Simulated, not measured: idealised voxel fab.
You're looking at the process module voxel ribs on slabs.
We display cut, a cross-section 215 nm in width whose square cells are each 5 nm.
Throughout this document, each cross-section is represented as a grid of square cells and is presented as a sequence of bands enumerated from the top downward, where a band comprises one or more rows of cells. What a band's entry tells you: where the top is and where the bottom is, as heights in nm, and after that what lies inside, material by material from left to right, each with its width in nm. Empty space is written as the word "empty", and a single material marked with the word "full width" occupies the band from edge to edge. Convention: height 0 is the level below which the wafer, as received, is all one material. The lowest band does not terminate at the bottom but continues downward, represented as "z 0 and below". The expression "30..40" gives the width at the extremes of the band, the first number at its top row of cells and the second at its bottom row, with the width changing by equal amounts from each row to the next in between. "remained unchanged", as given for a step, is the statement that not any cell of the cross-section underwent a change during that step. What "Fully enclosed voids" gives you is every empty space of 8 cells or more that is cut off from the top. Each appears as width x height at distance, with the distance taken from the left edge and width, height and distance all in nm. Heads up: the bit after the settings on a step's line is the simulator's remark on that step. The optional step-line setting "overlay nm" applies to steps with a mask and quantifies how far to the right of its planned location the mask lay, a negative value indicating leftward placement.

[The steps planned for the process are as follows]
1) RECEIVE [material Si]
2) DIRECTIONAL_DEP [material SiO2] [thk nm 20]
3) DIRECTIONAL_DEP [material polySi] [thk nm 25]
4) PATTERN [tone cover] [mask id RIB] [material resist] [width nm 30] [thk nm 20] [overlay nm 0]
5) DIRECTIONAL_ETCH [etch materials polySi] [depth nm 20]
6) STRIP [etch materials resist]
7) MASKED_ETCH [tone cover] [mask id SLAB] [width nm 70] [etch materials polySi] [depth nm 5] [overlay nm 0]
8) FILL_DEP [material SiO2] [thk nm 25]
9) CMP [height nm 65]
10) DIRECTIONAL_DEP [material W] [thk nm 10]
11) MASKED_ETCH [tone cover] [mask id HEATER] [width nm 40] [etch materials W] [depth nm 10] [overlay nm 0]
12) CONFORMAL_DEP [material SiO2] [thk nm 10]

[Cross-section of the wafer as it came to us, i.e., already through step 1]
> z 0 and below: Si full width
> Fully enclosed voids: none

[Looking at the first of two wafers in cross-section at end of module - ran to plan]
> z 85 to 75: empty (75), then SiO2 (60), then empty (80)
> z 75 to 65: SiO2 (85), then W (40), then SiO2 (90)
> z 65 to 45: SiO2 full width
> z 45 to 25: SiO2 (90), then polySi (30), then SiO2 (95)
> z 25 to 20: SiO2 (70), then polySi (70), then SiO2 (75)
> z 20 to 0: SiO2 full width
> z 0 and below: Si full width
> Fully enclosed voids: none

[Cross-section at end of module for the second wafer of two, which matched the first in starting point and plan and differed by one mistake in its processing]
> z 85 to 75: empty (75), then SiO2 (65), then empty (75)
> z 75 to 65: SiO2 (85), then W (45), then SiO2 (85)
> z 65 to 45: SiO2 full width
> z 45 to 25: SiO2 (90), then polySi (30), then SiO2 (95)
> z 25 to 20: SiO2 (70), then polySi (70), then SiO2 (75)
> z 20 to 0: SiO2 full width
> z 0 and below: Si full width
> Fully enclosed voids: none
Heads up, the wafer didn't run the way we planned it: step 11 ran as: MASKED_ETCH [tone cover] [mask id HEATER] [width nm 45] [etch materials W] [depth nm 10] [overlay nm 0]
Cell-count delta at end, second wafer over first, by material: W: 2 more
